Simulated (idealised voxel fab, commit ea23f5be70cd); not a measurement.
Documented hereafter: the process module known as voxel self aligned vias.
Xsec cut, 280 nm wide, square cell size 5 nm.
This document writes a cross-section as a grid whose cells are square, and gives it as bands, listed from the top down; one or more rows of cells form a band. The entry gives the band's vertical extent as a top height and a bottom height in nm, then its horizontal make-up as materials from left to right, each with a width in nm. "empty" stands for empty space; a single material marked "edge to edge" fills the band edge to edge. Height 0 is the level under which the wafer as received is all one material. The lowest band goes on downwards, as in "0..down". So if you see something like "30 to 40" for the width, read it as the top row of the band sitting at the first number and the bottom row at the second, with every row in between moving by the same amount as the last. The designation "all unchanged", where it is given for a processing step, indicates that no cell of the cross-section was altered in the course of that step. Each empty space that has no open way to the top and spans at least 8 cells appears under "Unvented internal voids" as width x height at distance, the distance counted from the left edge, all in nm. Formally, on a step line, whatever follows the settings is a remark that the simulator itself makes on the step. overlay nm: mask offset rightward from planned place, masked step; negative means leftward offset.
[Planned process steps]
1,RECEIVE | material Si
2,CONFORMAL_DEP | material SiO2 | thk nm 15
3,CONFORMAL_DEP | material SiCN | thk nm 5
4,DIRECTIONAL_DEP | material SiO2 | thk nm 25
5,DIRECTIONAL_DEP | material aC | thk nm 5
6,PATTERN | tone open | mask id LINES | material resist | width nm 30 | pitch nm 60 | thk nm 25 | overlay nm 0
7,DIRECTIONAL_ETCH | etch materials aC | depth nm 10
8,STRIP | etch materials resist
9,DIRECTIONAL_ETCH | etch materials SiO2 | depth nm 25
10,STRIP | etch materials aC
11,CONFORMAL_DEP | material TiN | thk nm 5
12,FILL_DEP | material Ru | thk nm 10
13,CMP | height nm 45
14,SELECTIVE_ETCH | etch materials W Ru TiN | depth nm 5
15,FILL_DEP | material SiN | thk nm 10
16,CMP | height nm 45
17,DIRECTIONAL_DEP | material SiO2 | thk nm 20
18,DIRECTIONAL_DEP | material aC | thk nm 15
19,PATTERN | tone open | mask id VIAS | material resist | width nm 40 | pitch nm 120 | thk nm 35 | overlay nm 0
20,DIRECTIONAL_ETCH | etch materials aC | depth nm 15
21,STRIP | etch materials resist
22,DIRECTIONAL_ETCH | etch materials SiO2 | depth nm 20
23,DIRECTIONAL_ETCH | etch materials SiN | depth nm 5
24,STRIP | etch materials aC
25,CONFORMAL_DEP | material TiN | thk nm 5
26,FILL_DEP | material Ru | thk nm 5
27,CMP | height nm 65
28,CONFORMAL_DEP | material SiCN | thk nm 5
The value of thk nm given for step 5 in the plan refers to the first wafer; the wafers vary in this setting and are alike at the start.
[Cross-section of the first incoming wafer of several, state after step 1]
	0..down = Si edge to edge
	Unvented internal voids: none
[Note: the following table is arranged by wafer, a row apiece. Each row reports the end-of-module state: per material, cells gained (+) or cells lost (-) compared with the wafer as received; closed voids follow]
thk nm 5 | +80 Ru | +112 SiCN | +6 SiN | +518 SiO2 | +68 TiN | Unvented internal voids: none
thk nm 10 | +80 Ru | +112 SiCN | +6 SiN | +518 SiO2 | +68 TiN | Unvented internal voids: none
thk nm 15 | +36 Ru | +112 SiCN | +608 SiO2 | +28 TiN | Unvented internal voids: none
thk nm 20 | +36 Ru | +112 SiCN | +608 SiO2 | +28 TiN | Unvented internal voids: none
thk nm 25 | +36 Ru | +112 SiCN | +608 SiO2 | +28 TiN | Unvented internal voids: none
